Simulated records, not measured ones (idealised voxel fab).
The name of this process module is voxel air gaps.
Pictured: cross-section cut, 285 nm wide, on a grid of 5 nm square cells.
Reading order for cross-sections: top band down to bottom band. Underlying form: a grid of square cells. Band size: one or more rows of cells. Basically the band line says how high the top is and how high the bottom is, in nm, and then what's in it from left to right, every material with its width in nm. Empty space shows up as "empty", and if a single material carries "everywhere" it runs the full band edge to edge. We count height from 0. Below that, the starting wafer is all one material. The lowest band never ends at the bottom but goes on down; see "z 0 and below" for how that is written. A width such as "30 to 40" changes by the same amount from each row of cells to the next, from the band's top row to its bottom row. Any step labelled "nothing altered" changed none of the cells in the cross-section. The list in "Sealed void inventory" covers empty spaces of 8 cells or more that cannot reach the top through any open way, and it gives each as width x height at distance; the distance is from the left edge, and width, height and distance are in nm. On each step's line, the part that comes after the settings is the simulator's own comment on the step. Steps that use a mask can have "overlay nm" on their line. It says how far the mask sat to the right of where it was meant to be. Negative means to the left.

Process steps foreseen in the plan
1: RECEIVE: material Si
2: CONFORMAL_DEP: material SiO2, thk nm 10
3: CONFORMAL_DEP: material SiN, thk nm 5
4: DIRECTIONAL_DEP: material SiO2, thk nm 40
5: DIRECTIONAL_DEP: material aC, thk nm 5
6: PATTERN: tone open, mask id LINES, material resist, width nm 25, pitch nm 50, thk nm 30, overlay nm 0
7: DIRECTIONAL_ETCH: etch materials aC, depth nm 10
8: STRIP: etch materials resist
9: DIRECTIONAL_ETCH: etch materials SiO2, depth nm 40
10: STRIP: etch materials aC
11: CONFORMAL_DEP: material TiN, thk nm 5
12: FILL_DEP: material W, thk nm 10
13: CMP: height nm 55
14: EPI: material Ru, thk nm 10
15: SELECTIVE_ETCH: etch materials SiO2, depth nm 50
16: CONFORMAL_DEP: material SiN, thk nm 5
Variable across wafers: step 5 thk nm (plan value is that of the first wafer; starting state common to all).

Sectional view: first of several wafers, as received, after step 1
	z 0 and below | Si everywhere
	Sealed void inventory: none

Post step 16, the closing step of the module: first of several wafers, cross-sectioned
	z 70 to 65 | 65 of empty  155 of SiN  65 of empty
	z 65 to 55 | 65 of empty  5 of SiN  45 of Ru  5 of SiN  45 of Ru  5 of SiN  45 of Ru  5 of SiN  65 of empty
	z 55 to 50 | 65 of empty  15 of SiN  5 of TiN  15 of W  5 of TiN  25 of SiN  5 of TiN  15 of W  5 of TiN  25 of SiN  5 of TiN  15 of W  5 of TiN  15 of SiN  65 of empty
	z 50 to 20 | 75 of empty  5 of SiN  5 of TiN  15 of W  5 of TiN  5 of SiN  15 of empty  5 of SiN  5 of TiN  15 of W  5 of TiN  5 of SiN  15 of empty  5 of SiN  5 of TiN  15 of W  5 of TiN  5 of SiN  75 of empty
	z 20 to 15 | 80 of SiN  25 of TiN  25 of SiN  25 of TiN  25 of SiN  25 of TiN  80 of SiN
	z 15 to 10 | SiN everywhere
	z 10 to 0 | SiO2 everywhere
	z 0 and below | Si everywhere
	Sealed void inventory: 15 x 30 at 110; 15 x 30 at 160

The module's end: a cross-section of the last wafer
	z 20 to 10 | SiN everywhere
	z 10 to 0 | SiO2 everywhere
	z 0 and below | Si everywhere
	Sealed void inventory: none

Heads up, this table goes wafer by wafer. A row tells you, at the end of the module, how many cells of each material that wafer has put on (+) or dropped (-) since it was received, and then its closed voids
thk nm 5, +54 Ru, +190 SiN, +114 SiO2, +57 TiN, +63 W, Sealed void inventory: 15 x 30 at 110; 15 x 30 at 160
thk nm 10, +54 Ru, +190 SiN, +114 SiO2, +57 TiN, +63 W, Sealed void inventory: 15 x 30 at 110; 15 x 30 at 160
thk nm 15, +114 SiN, +114 SiO2, Sealed void inventory: none
thk nm 20, +114 SiN, +114 SiO2, Sealed void inventory: none
thk nm 25, +114 SiN, +114 SiO2, Sealed void inventory: none
